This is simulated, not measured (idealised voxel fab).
You're looking at the process module voxel released beams.
The cross-section on display is named cut; it measures 200 nm wide, and its cells are 5 nm squares.
Heads up, the way a cross-section reads in here is a grid of square cells, handed over as bands from the top down, with every band being one or more rows of cells. It is stipulated that each band's entry specify, in nanometres, the height of the top of the band and then that of its bottom, followed by the materials of the band in left-to-right sequence, each together with its width in nanometres. A single material marked by the word "throughout" is understood to fill the band from edge to edge; the word "blank" is understood to denote empty space. We count height from 0. Below that, the starting wafer is all one material. The lowest band never ends at the bottom but goes on down; see "top 0, no bottom" for how that is written. It should be noted that a width expressed as "30->40" varies in equal increments from row to row of cells within the band, taking the value of the first number at the top row and that of the second number at the bottom row. Given "nothing got changed" for a step, no cell of the cross-section differs between before and after that step. Sealed-off cavities: empty space of 8 cells or more with no open way to the top, each as width x height at its distance from the left edge, in nm. On a step's line, text after the settings is the simulator commenting on that step. overlay nm: where the mask lay relative to plan, measured to the right, on steps with a mask; negatives go left.

Process steps - plan:
1. RECEIVE with material Si
2. CONFORMAL_DEP with material SiN, thk nm 5
3. DIRECTIONAL_DEP with material SiO2, thk nm 20
4. PATTERN with tone open, mask id ANCHOR, material resist, width nm 35, thk nm 20, overlay nm 0
5. DIRECTIONAL_ETCH with etch materials SiO2, depth nm 20
6. STRIP with etch materials resist
7. CONFORMAL_DEP with material TiN, thk nm 15
8. MASKED_ETCH with tone cover, mask id BEAM, width nm 120, etch materials TiN, depth nm 5, overlay nm 0
9. STRIP with etch materials SiO2
Heads up: all these wafers start the same, and what changes between them is the depth nm in step 8. The value you see in the plan is just what the first wafer got.

First of several wafers (as received, post step 1), cross-sectional view:
top 0, no bottom = Si throughout
Sealed-off cavities: none

First wafer of several, cross-section, module end, after step 9 (last):
top 40, bottom 35 = 35 blank  20 TiN  5 blank  95 TiN  45 blank
top 35, bottom 25 = 55 TiN  5 blank  140 TiN
top 25, bottom 20 = 40 SiO2  15 TiN  5 blank  15 TiN  125 SiO2
top 20, bottom 5 = 40 SiO2  35 TiN  125 SiO2
top 5, bottom 0 = SiN throughout
top 0, no bottom = Si throughout
Sealed-off cavities: none

The final wafer, sectioned at module end:
top 40, bottom 25 = 35 blank  20 TiN  5 blank  95 TiN  45 blank
top 25, bottom 20 = 40 blank  15 TiN  5 blank  15 TiN  125 blank
top 20, bottom 5 = 40 blank  35 TiN  125 blank
top 5, bottom 0 = SiN throughout
top 0, no bottom = Si throughout
Sealed-off cavities: none

Per wafer (row), end of module: delta in cells per material since receipt, (+) for gained, (-) for lost; closed voids after that:
depth nm 5 | +40 SiN | +132 SiO2 | +128 TiN | Sealed-off cavities: none
depth nm 10 | +40 SiN | +132 SiO2 | +112 TiN | Sealed-off cavities: none
depth nm 15 | +40 SiN | +96 TiN | Sealed-off cavities: none
depth nm 20 | +40 SiN | +96 TiN | Sealed-off cavities: none
depth nm 25 | +40 SiN | +96 TiN | Sealed-off cavities: none
depth nm 30 | +40 SiN | +96 TiN | Sealed-off cavities: none
